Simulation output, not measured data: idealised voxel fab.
Process module name: voxel trench capacitor
FYI the section here is cut, 260 nm wide, cells are 5 nm squares.
A cross-section in this document is a grid of square cells, and it is written down as bands, the top band listed before the ones below it; a band is made up of one or more rows of cells.
Heads up on the band format: heights come first, top then bottom, in nm. After that it's the materials left to right, each with its width in nm. A single material flagged "full width" fills the whole band edge to edge, and "empty" means there's empty space there.
Heights from 0 (as-received wafer is one material below). Bottom band endless downward, as "0 -> down".
The two numbers in a width such as "30 to 40" mark its ends across the band: the first belongs to the top row of cells, the second to the bottom row, and from each row to the next the width moves by the same amount.
The cross-section has no changed cell in any step marked "same as before".
"Closed void table": sealed empty spaces, 8 cells or more, no open way to top, listed width x height at distance, with distance from the left edge and width, height and distance in nm.
Past the settings on a step's line: simulator remark, on that step.
overlay nm, on a step with a mask: how far to the right of its planned place the mask lay; to the left if negative
Intended process steps
1. RECEIVE, material Si
2. CONFORMAL_DEP, material SiN, thk nm 5
3. DIRECTIONAL_DEP, material aC, thk nm 10
4. PATTERN, tone open, mask id TRENCH, material resist, width nm 15, pitch nm 40, thk nm 30, overlay nm 0
5. DIRECTIONAL_ETCH, etch materials aC, depth nm 10
6. STRIP, etch materials resist
7. DIRECTIONAL_ETCH, etch materials SiN, depth nm 5
8. DIRECTIONAL_ETCH, etch materials Si, depth nm 30
9. STRIP, etch materials aC
10. CONFORMAL_DEP, material Al2O3, thk nm 5
11. FILL_DEP, material polySi, thk nm 10
12. CMP, height nm 5
For this document, wafers share an identical start and vary in the step 4 width nm; the plan quotes the first wafer's value.
Cross-section of the first incoming wafer of several, state after step 1
> 0 -> down | Si full width
> Closed void table: none
Basically each wafer gets a line in the table, showing it at the end of the module: material by material, the cells it gained (+) or lost (-) since we got it, then its closed voids
width nm 15, +30 Al2O3, -36 Si, +46 SiN, +12 polySi, Closed void table: none
width nm 20, +32 Al2O3, -48 Si, +44 SiN, +24 polySi, Closed void table: none
width nm 25, +34 Al2O3, -60 Si, +42 SiN, +36 polySi, Closed void table: none
